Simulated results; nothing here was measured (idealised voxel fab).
Process module under the name voxel released beams
This is section cut - it's 255 nm across, gridded in 5 nm square cells.
The cross-sections in this document take the form of a grid made of square cells. They are written out as bands, in order from top to bottom. Each band consists of one or more rows of cells. This entry defines a band. It first specifies the height of the band's top and the height of its bottom in nm, and then specifies the band's materials from left to right, stating each material with its width in nm. The word "edge to edge" identifies a single material that fills the band from edge to edge, while the word "air" identifies empty space. For the purposes of this specification, 0 denotes the height below which the wafer in its as-received condition is composed wholly of one material, and the lowermost band, lacking a lower limit, extends downward without end, as expressed in "from 0 down". A width given as "30..40" starts at the first number in the band's top row and ends at the second number in its bottom row, shifting by an equal amount at every step from row to row. The cross-section has no changed cell in any step marked "everything unchanged". "Catalogued sealed voids" contains a list of empty spaces, each no smaller than 8 cells and without an open way to the top, written in the form width x height at distance with the distance from the left edge and all three in nm. Step line, after settings: the simulator's comment on this step. "overlay nm" denotes, for a step that has a mask, the displacement of the mask to the right of its planned place, with negative values corresponding to the left.

# These are the steps we planned for the process
1) RECEIVE [material Si]
2) CONFORMAL_DEP [material Al2O3] [thk nm 5]
3) DIRECTIONAL_DEP [material SiO2] [thk nm 15]
4) MASKED_ETCH [tone open] [mask id ANCHOR] [width nm 40] [etch materials SiO2] [depth nm 15] [overlay nm 0]
5) CONFORMAL_DEP [material polySi] [thk nm 15]
6) MASKED_ETCH [tone cover] [mask id BEAM] [width nm 125] [etch materials polySi] [depth nm 15] [overlay nm 0]
7) STRIP [etch materials SiO2]

# Incoming wafer in cross-section (state: after step 1)
> from 0 down: Si edge to edge
> Catalogued sealed voids: none

# End-of-module XS, first of two wafers, run as planned
> from 35 to 20: 60 of air  20 of polySi  10 of air  95 of polySi  70 of air
> from 20 to 5: 65 of air  40 of polySi  150 of air
> from 5 to 0: Al2O3 edge to edge
> from 0 down: Si edge to edge
> Catalogued sealed voids: none

# This is the second of the two wafers, cross-sectioned at the end of the module; it started exactly like the first and was given the same plan, but it was run with one mistake
> from 50 to 35: 60 of air  125 of polySi  70 of air
> from 35 to 20: polySi edge to edge
> from 20 to 5: 65 of SiO2  40 of polySi  150 of SiO2
> from 5 to 0: Al2O3 edge to edge
> from 0 down: Si edge to edge
> Catalogued sealed voids: none
Misprocessing identified: plan step 5 was twice executed
Final difference in cells, second wafer against first, listed per material as more or fewer: SiO2 +129, polySi +159
